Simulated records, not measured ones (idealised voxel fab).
process module | voxel self aligned contacts
cross-section cut | 225 nm wide | cells 5 nm
A cross-section is a grid of square cells, given in bands from the top down. A band is one or more rows of cells.
Each band's line starts with the height of the band's top and of its bottom, in nm. Then come its materials from left to right, each with its width in nm. One material with "throughout" fills the band from edge to edge. "air" is empty space.
Height 0 is the level under which the wafer as received is all one material. The lowest band goes on downwards, as in "0 down".
A width such as "30 to 40" changes by the same amount from each row of cells to the next, from the band's top row to its bottom row.
"no change" after a step means that no cell of the cross-section changed.
closed voids: empty space of 8 cells or more with no open way to the top, each as width x height at its distance from the left edge, in nm
after a step's settings: what the simulator itself notes on the step
overlay nm, on a step with a mask: how far to the right of its planned place the mask lay; to the left if negative
plan
1 op RECEIVE | material Si
2 op OXIDIZE | depth nm 5
3 op DIRECTIONAL_DEP | material polySi | thk nm 30
4 op DIRECTIONAL_DEP | material SiN | thk nm 20
5 op PATTERN | tone cover | mask id GATE | material resist | width nm 35 | pitch nm 65 | thk nm 15 | overlay nm 0
6 op DIRECTIONAL_ETCH | etch materials SiN | depth nm 20
7 op DIRECTIONAL_ETCH | etch materials polySi | depth nm 30
8 op STRIP | etch materials resist
9 op CONFORMAL_DEP | material SiN | thk nm 5
10 op DIRECTIONAL_ETCH | etch materials SiN | depth nm 5
11 op FILL_DEP | material SiO2 | thk nm 15
12 op CMP | height nm 60
13 op DIRECTIONAL_DEP | material aC | thk nm 15
14 op PATTERN | tone open | mask id CONTACT | material resist | width nm 50 | pitch nm 65 | thk nm 30 | overlay nm 0
15 op DIRECTIONAL_ETCH | etch materials aC | depth nm 15
16 op STRIP | etch materials resist
17 op DIRECTIONAL_ETCH | etch materials SiO2 | depth nm 65
18 op STRIP | etch materials aC
19 op CONFORMAL_DEP | material TiN | thk nm 5
20 op FILL_DEP | material W | thk nm 10
21 op CMP | height nm 60
22 op CONFORMAL_DEP | material SiN | thk nm 5
as received, after step 1
  0 down: Si throughout
  closed voids: none
first wafer at the end, as planned
  65 to 60: SiN throughout
  60 to 50: SiO2 55 | TiN 5 to 20 | W 40 to 10 | TiN 5 to 20 | SiO2 15 | TiN 5 to 20 | W 40 to 10 | TiN 5 to 20 | SiO2 55
  50 to 30: SiO2 25 | SiN 45 | TiN 5 | W 10 | TiN 5 | SiN 45 | TiN 5 | W 10 | TiN 5 | SiN 45 | SiO2 25
  30 to 0: SiO2 25 | SiN 5 | polySi 35 | SiN 5 | TiN 5 | W 10 | TiN 5 | SiN 5 | polySi 35 | SiN 5 | TiN 5 | W 10 | TiN 5 | SiN 5 | polySi 35 | SiN 5 | SiO2 25
  0 to -5: SiO2 70 | TiN 20 | SiO2 45 | TiN 20 | SiO2 70
  -5 down: Si throughout
  closed voids: none
second wafer at the end: like start, like plan, one mistake
  65 to 60: SiN throughout
  60 to 50: SiO2 55 | TiN 5 to 10 | W 40 to 10 | TiN 5 to 30 | SiO2 15 | TiN 5 to 10 | W 40 to 10 | TiN 5 to 30 | SiO2 55
  50 to 30: SiO2 15 | SiN 45 | TiN 5 | W 10 | TiN 5 | SiN 45 | TiN 5 | W 10 | TiN 5 | SiN 45 | SiO2 35
  30 to 0: SiO2 15 | SiN 5 | polySi 35 | SiN 5 | TiN 5 | W 10 | TiN 5 | SiN 5 | polySi 35 | SiN 5 | TiN 5 | W 10 | TiN 5 | SiN 5 | polySi 35 | SiN 5 | SiO2 35
  0 to -5: SiO2 60 | TiN 20 | SiO2 45 | TiN 20 | SiO2 80
  -5 down: Si throughout
  closed voids: none
what went wrong: step 5 ran as: op PATTERN | tone cover | mask id GATE | material resist | width nm 35 | pitch nm 65 | thk nm 15 | overlay nm -10
at the end the second wafer has, in cells: as many of each material as the first, in other places
